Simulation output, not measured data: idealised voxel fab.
Process module under the name voxel self aligned contacts
cross-section cut | 145 nm wide | cells 5 nm
For the purposes of this document, a cross-section shall be understood as a grid of square cells, specified as bands listed in top-to-bottom order, each band consisting of one or more rows of cells. Within each band entry, the heights of the top and of the bottom of the band appear first, in that order and in nm; the materials of the band then follow from left to right, each with its corresponding width in nm. The designation "all across" on a single material indicates that it fills the band from edge to edge; the designation "empty" indicates empty space. Convention: height 0 is the level below which the wafer, as received, is all one material. The lowest band does not terminate at the bottom but continues downward, represented as "z 0 and below". Read "30..40" as a graded width: first number on top, second number at the bottom, same change between each pair of neighbouring rows. The designation "nothing different", where it is given for a processing step, indicates that no cell of the cross-section was altered in the course of that step. "Enclosed empty spaces" contains a list of empty spaces, each no smaller than 8 cells and without an open way to the top, written in the form width x height at distance with the distance from the left edge and all three in nm. after a step's settings: what the simulator itself notes on the step. The line of a step may include "overlay nm". On a step with a mask, this value is how far to the right of its planned place the mask lay. A negative value means the mask lay to the left.
# The planned process steps are enumerated hereunder
- 1: RECEIVE | material Si
- 2: CONFORMAL_DEP | material SiO2 | thk nm 5
- 3: DIRECTIONAL_DEP | material polySi | thk nm 20
- 4: DIRECTIONAL_DEP | material SiN | thk nm 20
- 5: PATTERN | tone cover | mask id GATE | material resist | width nm 35 | pitch nm 70 | thk nm 15 | overlay nm 0
- 6: DIRECTIONAL_ETCH | etch materials SiN | depth nm 20
- 7: DIRECTIONAL_ETCH | etch materials polySi | depth nm 20
- 8: STRIP | etch materials resist
- 9: CONFORMAL_DEP | material SiN | thk nm 10
- 10: DIRECTIONAL_ETCH | etch materials SiN | depth nm 10
- 11: FILL_DEP | material SiO2 | thk nm 15
- 12: CMP | height nm 55
- 13: DIRECTIONAL_DEP | material aC | thk nm 15
- 14: PATTERN | tone open | mask id CONTACT | material resist | width nm 55 | thk nm 30 | overlay nm 0
- 15: DIRECTIONAL_ETCH | etch materials aC | depth nm 15
- 16: STRIP | etch materials resist
- 17: DIRECTIONAL_ETCH | etch materials SiO2 | depth nm 55
- 18: STRIP | etch materials aC
- 19: CONFORMAL_DEP | material TiN | thk nm 5
- 20: FILL_DEP | material W | thk nm 10
- 21: CMP | height nm 55
- 22: CONFORMAL_DEP | material SiN | thk nm 5
# The following pertains to the first of two wafers, which was processed as planned
# Wafer at receipt (post step 1), cross-section
    z 0 and below: Si all across
    Enclosed empty spaces: none
# Take a look at the wafer's cross-section after step 2
    z 5 to 0: SiO2 all across
    Lower than 0, everything is as it was.
# Take a look at the wafer's cross-section after step 3
    z 25 to 5: polySi all across
    Lower than 5, everything is as it was.
# Take a look at the wafer's cross-section after step 4
    z 45 to 25: SiN all across
    Lower than 25, everything is as it was.
# Take a look at the wafer's cross-section after step 5
    z 60 to 45: empty 20; resist 35; empty 35; resist 35; empty 20
    Lower than 45, everything is as it was.
# Take a look at the wafer's cross-section after step 6
    z 60 to 45: empty 20; resist 35; empty 35; resist 35; empty 20
    z 45 to 25: empty 20; SiN 35; empty 35; SiN 35; empty 20
    Lower than 25, everything is as it was.
# Take a look at the wafer's cross-section after step 7
    z 60 to 45: empty 20; resist 35; empty 35; resist 35; empty 20
    z 45 to 25: empty 20; SiN 35; empty 35; SiN 35; empty 20
    z 25 to 5: empty 20; polySi 35; empty 35; polySi 35; empty 20
    Lower than 5, everything is as it was.
# Take a look at the wafer's cross-section after step 8
    z 45 to 25: empty 20; SiN 35; empty 35; SiN 35; empty 20
    Lower than 25, everything is as it was.
# Take a look at the wafer's cross-section after step 9
    z 55 to 25: empty 10; SiN 55; empty 15; SiN 55; empty 10
    z 25 to 15: empty 10; SiN 10; polySi 35; SiN 10; empty 15; SiN 10; polySi 35; SiN 10; empty 10
    z 15 to 5: SiN 20; polySi 35; SiN 35; polySi 35; SiN 20
    Lower than 5, everything is as it was.
# Take a look at the wafer's cross-section after step 10
    z 45 to 25: empty 10; SiN 55; empty 15; SiN 55; empty 10
    z 25 to 5: empty 10; SiN 10; polySi 35; SiN 10; empty 15; SiN 10; polySi 35; SiN 10; empty 10
    Lower than 5, everything is as it was.
# Take a look at the wafer's cross-section after step 11
    z 60 to 45: SiO2 all across
    z 45 to 25: SiO2 10; SiN 55; SiO2 15; SiN 55; SiO2 10
    z 25 to 5: SiO2 10; SiN 10; polySi 35; SiN 10; SiO2 15; SiN 10; polySi 35; SiN 10; SiO2 10
    Lower than 5, everything is as it was.
# Take a look at the wafer's cross-section after step 12
    z 55 to 45: SiO2 all across
    Lower than 45, everything is as it was.
# Take a look at the wafer's cross-section after step 13
    z 70 to 55: aC all across
    Lower than 55, everything is as it was.
# Take a look at the wafer's cross-section after step 14
    z 100 to 70: resist 45; empty 55; resist 45
    Lower than 70, everything is as it was.
# Take a look at the wafer's cross-section after step 15
    z 85 to 70: resist 45; empty 55; resist 45
    z 70 to 55: aC 45; empty 55; aC 45
    Lower than 55, everything is as it was.
# Take a look at the wafer's cross-section after step 16
    z 70 to 55: aC 45; empty 55; aC 45
    Lower than 55, everything is as it was.
# Take a look at the wafer's cross-section after step 17
    z 70 to 55: aC 45; empty 55; aC 45
    z 55 to 45: SiO2 45; empty 55; SiO2 45
    z 45 to 25: SiO2 10; SiN 55; empty 15; SiN 55; SiO2 10
    z 25 to 5: SiO2 10; SiN 10; polySi 35; SiN 10; empty 15; SiN 10; polySi 35; SiN 10; SiO2 10
    z 5 to 0: SiO2 65; empty 15; SiO2 65
    Lower than 0, everything is as it was.
# Take a look at the wafer's cross-section after step 18
    z 55 to 45: SiO2 45; empty 55; SiO2 45
    Lower than 45, everything is as it was.
# Take a look at the wafer's cross-section after step 19
    z 60 to 55: TiN 50; empty 45; TiN 50
    z 55 to 45: SiO2 45; TiN 5..25; empty 45..5; TiN 5..25; SiO2 45
    z 45 to 25: SiO2 10; SiN 55; TiN 5; empty 5; TiN 5; SiN 55; SiO2 10
    z 25 to 5: SiO2 10; SiN 10; polySi 35; SiN 10; TiN 5; empty 5; TiN 5; SiN 10; polySi 35; SiN 10; SiO2 10
    z 5 to 0: SiO2 65; TiN 15; SiO2 65
    Lower than 0, everything is as it was.
# Take a look at the wafer's cross-section after step 20
    z 70 to 60: W all across
    z 60 to 55: TiN 50; W 45; TiN 50
    z 55 to 45: SiO2 45; TiN 5..25; W 45..5; TiN 5..25; SiO2 45
    z 45 to 25: SiO2 10; SiN 55; TiN 5; W 5; TiN 5; SiN 55; SiO2 10
    z 25 to 5: SiO2 10; SiN 10; polySi 35; SiN 10; TiN 5; W 5; TiN 5; SiN 10; polySi 35; SiN 10; SiO2 10
    Lower than 5, everything is as it was.
# Take a look at the wafer's cross-section after step 21
    z 55 to 45: SiO2 45; TiN 5..25; W 45..5; TiN 5..25; SiO2 45
    Lower than 45, everything is as it was.
# Take a look at the wafer's cross-section after step 22
    z 60 to 55: SiN all across
    Lower than 55, everything is as it was.
# Notes, second wafer: start = first wafer's, plan = first wafer's, execution had one mistake; history identical to first through step 13
# Cross-section of the second wafer at the time by which step 14 should have been completed according to the plan
    z 100 to 70: empty 45; resist 55; empty 45
    Lower than 70, everything is as it was.
# Cross-section of the second wafer at the time by which step 15 should have been completed according to the plan
    z 85 to 70: empty 45; resist 55; empty 45
    z 70 to 55: empty 45; aC 55; empty 45
    Lower than 55, everything is as it was.
# Cross-section of the second wafer at the time by which step 16 should have been completed according to the plan
    z 70 to 55: empty 45; aC 55; empty 45
    Lower than 55, everything is as it was.
# Cross-section of the second wafer at the time by which step 17 should have been completed according to the plan
    z 70 to 55: empty 45; aC 55; empty 45
    z 55 to 45: empty 45; SiO2 55; empty 45
    z 45 to 25: empty 10; SiN 55; SiO2 15; SiN 55; empty 10
    z 25 to 5: empty 10; SiN 10; polySi 35; SiN 10; SiO2 15; SiN 10; polySi 35; SiN 10; empty 10
    z 5 to 0: empty 10; SiO2 125; empty 10
    Lower than 0, everything is as it was.
# Cross-section of the second wafer at the time by which step 18 should have been completed according to the plan
    z 55 to 45: empty 45; SiO2 55; empty 45
    Lower than 45, everything is as it was.
# Cross-section of the second wafer at the time by which step 19 should have been completed according to the plan
    z 60 to 55: empty 40; TiN 65; empty 40
    z 55 to 45: empty 40..5; TiN 5..40; SiO2 55; TiN 5..40; empty 40..5
    z 45 to 25: empty 5; TiN 5; SiN 55; SiO2 15; SiN 55; TiN 5; empty 5
    z 25 to 5: empty 5; TiN 5; SiN 10; polySi 35; SiN 10; SiO2 15; SiN 10; polySi 35; SiN 10; TiN 5; empty 5
    z 5 to 0: TiN 10; SiO2 125; TiN 10
    Lower than 0, everything is as it was.
# Cross-section of the second wafer at the time by which step 20 should have been completed according to the plan
    z 70 to 60: W all across
    z 60 to 55: W 40; TiN 65; W 40
    z 55 to 45: W 40..5; TiN 5..40; SiO2 55; TiN 5..40; W 40..5
    z 45 to 25: W 5; TiN 5; SiN 55; SiO2 15; SiN 55; TiN 5; W 5
    z 25 to 5: W 5; TiN 5; SiN 10; polySi 35; SiN 10; SiO2 15; SiN 10; polySi 35; SiN 10; TiN 5; W 5
    Lower than 5, everything is as it was.
# Cross-section of the second wafer at the time by which step 21 should have been completed according to the plan
    z 55 to 45: W 40..5; TiN 5..40; SiO2 55; TiN 5..40; W 40..5
    Lower than 45, everything is as it was.
# Cross-section of the second wafer at the time by which step 22 should have been completed according to the plan
    z 60 to 55: SiN all across
    Lower than 55, everything is as it was.
Deviation from plan: step 14: run off-plan, actual operation and settings PATTERN | tone cover | mask id CONTACT | material resist | width nm 55 | thk nm 30 | overlay nm 0
The final cell counts differ between the wafers, with the second having more or fewer of some materials than the first: SiO2 -23 | TiN +7 | W +16
